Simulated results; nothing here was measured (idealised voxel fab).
Name of the process module below: voxel air gaps
The width of the displayed cross-section, cut, is 300 nm; its cells are square, with a size of 5 nm.
Notation: cross-section as square-cell grid; stated in bands, top first, going down; one or more cell rows per band.
Top, bottom (nm), then materials left to right with widths (nm); lone material tagged "all across" fills the whole band edge to edge; "empty" = empty space.
Zero point of the height axis is 0; under it, received wafer = one material. Lowest band: continues down indefinitely, "0 and below".
The expression "30..40" gives the width at the extremes of the band, the first number at its top row of cells and the second at its bottom row, with the width changing by equal amounts from each row to the next in between.
Reading "remained unchanged" for a step: not a cell of the cross-section changed in it.
Listed in "Unvented internal voids": every empty space of 8 or more cells without an open way to the top. Form: width x height at distance, the distance being from the left edge, all in nm.
That trailing text on a step's line, after the settings, is the simulator's own remark on the step.
When a step includes a mask, the "overlay nm" setting on its line states how far to the right of its planned place that mask lay, and negative values state how far to the left.
-- Planned process steps
step 1: RECEIVE: material Si
step 2: CONFORMAL_DEP: material SiO2, thk nm 10
step 3: CONFORMAL_DEP: material SiN, thk nm 5
step 4: DIRECTIONAL_DEP: material SiO2, thk nm 40
step 5: MASKED_ETCH: tone open, mask id LINES, width nm 15, pitch nm 45, etch materials SiO2, depth nm 40, overlay nm 0
step 6: CONFORMAL_DEP: material TiN, thk nm 5
step 7: FILL_DEP: material W, thk nm 10
step 8: CMP: height nm 55
step 9: EPI: material Ru, thk nm 10
step 10: SELECTIVE_ETCH: etch materials SiO2, depth nm 50
step 11: CONFORMAL_DEP: material SiN, thk nm 5
Be aware that, although all wafers share a common starting state, the width nm at step 5 differs among them, and the plan displays the first wafer's value.
-- Cut through the first of several wafers as received, post step 1
- 0 and below | Si all across
- Unvented internal voids: none
-- Row per wafer, end-of-module: cell gain (+)/loss (-) by material since the wafer came in, then closed voids
width nm 15, +56 Ru, +232 SiN, +120 SiO2, +68 TiN, +28 W, Unvented internal voids: 20 x 30 at 95; 20 x 30 at 140; 20 x 30 at 185
width nm 20, +64 Ru, +220 SiN, +120 SiO2, +72 TiN, +56 W, Unvented internal voids: 15 x 30 at 95; 15 x 30 at 140; 15 x 30 at 185
width nm 25, +72 Ru, +148 SiN, +216 SiO2, +76 TiN, +84 W, Unvented internal voids: none
width nm 30, +74 Ru, +148 SiN, +192 SiO2, +80 TiN, +112 W, Unvented internal voids: none
